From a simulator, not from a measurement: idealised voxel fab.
The process module presented herein is designated voxel local oxidation.
145 nm wide, 5 nm square cells: that's cross-section cut.
Cross-section layout: square cells on a grid; listed as bands, top to bottom; a band spans one or more cell rows.
For a band, the entry starts with two heights in nm, that of the top and then that of the bottom, and carries on with the band's materials in order from left to right, each alongside its width in nm; the word "edge to edge" beside a single material means it fills the band edge to edge, and "empty" means empty space.
Heights are expressed relative to 0, this being the level below which the as-received wafer comprises one material exclusively. The lowest band is unbounded in the downward direction and is denoted as in "0 -> down".
It should be noted that a width expressed as "30->40" varies in equal increments from row to row of cells within the band, taking the value of the first number at the top row and that of the second number at the bottom row.
Reading "all unchanged" for a step: not a cell of the cross-section changed in it.
What "Entrapped voids" gives you is every empty space of 8 cells or more that is cut off from the top. Each appears as width x height at distance, with the distance taken from the left edge and width, height and distance all in nm.
Step line, after settings: the simulator's comment on this step.
overlay nm: for a step with a mask, the amount by which the mask lay right of where it was planned; a negative amount means left of it.
PROCESS STEPS (PLANNED)
- 1: RECEIVE | material Si
- 2: CONFORMAL_DEP | material SiO2 | thk nm 5
- 3: CONFORMAL_DEP | material SiN | thk nm 10
- 4: PATTERN | tone cover | mask id ACTIVE | material resist | width nm 100 | thk nm 20 | overlay nm 0
- 5: DIRECTIONAL_ETCH | etch materials SiN | depth nm 10
- 6: STRIP | etch materials resist
- 7: SELECTIVE_ETCH | etch materials SiO2 | depth nm 5
- 8: OXIDIZE | depth nm 15
- 9: STRIP | etch materials SiN
THE FIRST OF THE TWO WAFERS, WHICH RAN AS PLANNED
CROSS-SECTION: WAFER ON ARRIVAL = AFTER STEP 1
  0 -> down: Si edge to edge
  Entrapped voids: none
WAFER SECTION VIEW AFTER PROCESSING STEP 2
  5 -> 0: SiO2 edge to edge
  For the remainder of the cross-section, below 0, there is no change.
WAFER SECTION VIEW AFTER PROCESSING STEP 3
  15 -> 5: SiN edge to edge
  For the remainder of the cross-section, below 5, there is no change.
WAFER SECTION VIEW AFTER PROCESSING STEP 4
  35 -> 15: empty (20) | resist (100) | empty (25)
  For the remainder of the cross-section, below 15, there is no change.
WAFER SECTION VIEW AFTER PROCESSING STEP 5
  35 -> 15: empty (20) | resist (100) | empty (25)
  15 -> 5: empty (20) | SiN (100) | empty (25)
  For the remainder of the cross-section, below 5, there is no change.
WAFER SECTION VIEW AFTER PROCESSING STEP 6
  15 -> 5: empty (20) | SiN (100) | empty (25)
  For the remainder of the cross-section, below 5, there is no change.
WAFER SECTION VIEW AFTER PROCESSING STEP 7
  15 -> 5: empty (20) | SiN (100) | empty (25)
  5 -> 0: empty (25) | SiO2 (90) | empty (30)
  For the remainder of the cross-section, below 0, there is no change.
WAFER SECTION VIEW AFTER PROCESSING STEP 8
  15 -> 5: empty (20) | SiN (100) | empty (25)
  5 -> 0: empty (25) | SiO2 (90) | empty (30)
  0 -> -15: SiO2 (40) | Si (60) | SiO2 (45)
  For the remainder of the cross-section, below -15, there is no change.
WAFER SECTION VIEW AFTER PROCESSING STEP 9
  5 -> 0: empty (25) | SiO2 (90) | empty (30)
  For the remainder of the cross-section, below 0, there is no change.
THE SECOND WAFER WAS PREPARED FROM THE SAME STARTING POINT AND UNDER THE SAME PLAN AS THE FIRST; ITS PROCESSING CONTAINED ONE MISTAKE, AND IT REMAINS INDISTINGUISHABLE FROM THE FIRST WAFER UP TO AND INCLUDING STEP 3
THE SECOND WAFER CUT THROUGH, AT THE TIME STEP 4 WAS SUPPOSED TO BE FINISHED
  35 -> 15: empty (30) | resist (100) | empty (15)
  For the remainder of the cross-section, below 15, there is no change.
THE SECOND WAFER CUT THROUGH, AT THE TIME STEP 5 WAS SUPPOSED TO BE FINISHED
  35 -> 15: empty (30) | resist (100) | empty (15)
  15 -> 5: empty (30) | SiN (100) | empty (15)
  For the remainder of the cross-section, below 5, there is no change.
THE SECOND WAFER CUT THROUGH, AT THE TIME STEP 6 WAS SUPPOSED TO BE FINISHED
  15 -> 5: empty (30) | SiN (100) | empty (15)
  For the remainder of the cross-section, below 5, there is no change.
THE SECOND WAFER CUT THROUGH, AT THE TIME STEP 7 WAS SUPPOSED TO BE FINISHED
  15 -> 5: empty (30) | SiN (100) | empty (15)
  5 -> 0: empty (35) | SiO2 (90) | empty (20)
  For the remainder of the cross-section, below 0, there is no change.
THE SECOND WAFER CUT THROUGH, AT THE TIME STEP 8 WAS SUPPOSED TO BE FINISHED
  15 -> 5: empty (30) | SiN (100) | empty (15)
  5 -> 0: empty (35) | SiO2 (90) | empty (20)
  0 -> -15: SiO2 (50) | Si (60) | SiO2 (35)
  For the remainder of the cross-section, below -15, there is no change.
THE SECOND WAFER CUT THROUGH, AT THE TIME STEP 9 WAS SUPPOSED TO BE FINISHED
  5 -> 0: empty (35) | SiO2 (90) | empty (20)
  For the remainder of the cross-section, below 0, there is no change.
It is concluded that the wafer was processed incorrectly with respect to the plan, in that step 4 ran differently from the plan; actual operation with settings: PATTERN | tone cover | mask id ACTIVE | material resist | width nm 100 | thk nm 20 | overlay nm 10
Cell counts per material: same on both final wafers. Positions: different.
